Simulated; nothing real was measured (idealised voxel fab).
Process module name: voxel double patterning
cross-section cut | 295 nm wide | cells 5 nm
A cross-section is written here as square cells arranged in a grid, and it is given in bands from the top down, each band taking up one or more rows of cells.
Heights first: top, then bottom, in nm. Then materials, left to right, each with a width in nm. "everywhere" on a single material: fills the band edge to edge. "empty": empty space.
Heights are reckoned from 0. Under this level, the received wafer is all of one material. The bottommost band is open-ended downward, for example "0 down".
With a width like "30->40", each row of cells in the band differs from the next by the same amount, the top row carrying the first number and the bottom row the second.
When a step is marked "no alterations made", none of the cells in the cross-section changed during that step.
Empty spaces counting at least 8 cells and having no open way to the top are listed in "Closed void inventory". The notation width x height at distance is used for each, the distance being from the left edge and all three values in nm.
Where a step's line continues beyond its settings, the continuation is a remark by the simulator itself on that step.
Regarding "overlay nm": on a step with a mask, it is the distance the mask lay to the right of its planned place; a negative value places it to the left.

# So here's the lineup of process steps we planned
1,RECEIVE (material Si)
2,CONFORMAL_DEP (material SiN; thk nm 10)
3,DIRECTIONAL_DEP (material SiO2; thk nm 15)
4,DIRECTIONAL_DEP (material SiCN; thk nm 5)
5,PATTERN (tone open; mask id FIRST; material resist; width nm 15; pitch nm 50; thk nm 15; overlay nm 0)
6,DIRECTIONAL_ETCH (etch materials SiCN; depth nm 5)
7,STRIP (etch materials resist)
8,DIRECTIONAL_DEP (material aC; thk nm 10)
9,PATTERN (tone open; mask id SECOND; material resist; width nm 15; thk nm 30; overlay nm 0)
10,DIRECTIONAL_ETCH (etch materials aC; depth nm 10)
11,STRIP (etch materials resist)
12,DIRECTIONAL_ETCH (etch materials SiCN; depth nm 5)
13,STRIP (etch materials aC)
14,DIRECTIONAL_ETCH (etch materials SiO2; depth nm 15)
15,STRIP (etch materials SiCN)

# Here's what the wafer looked like in cross-section when it arrived - that's after step 1
  0 down = Si everywhere
  Closed void inventory: none

# Post-module cross-section: identical start and plan to those above, one misstep in execution
  35 to 20 = 115 SiO2, then 15 empty, then 10 SiO2, then 15 empty, then 10 SiO2, then 15 empty, then 115 SiO2
  20 to 10 = SiO2 everywhere
  10 to 0 = SiN everywhere
  0 down = Si everywhere
  Closed void inventory: none
Want to know what went wrong? heads up, step 3 didn't go per plan, it actually ran as DIRECTIONAL_DEP (material SiO2; thk nm 25)
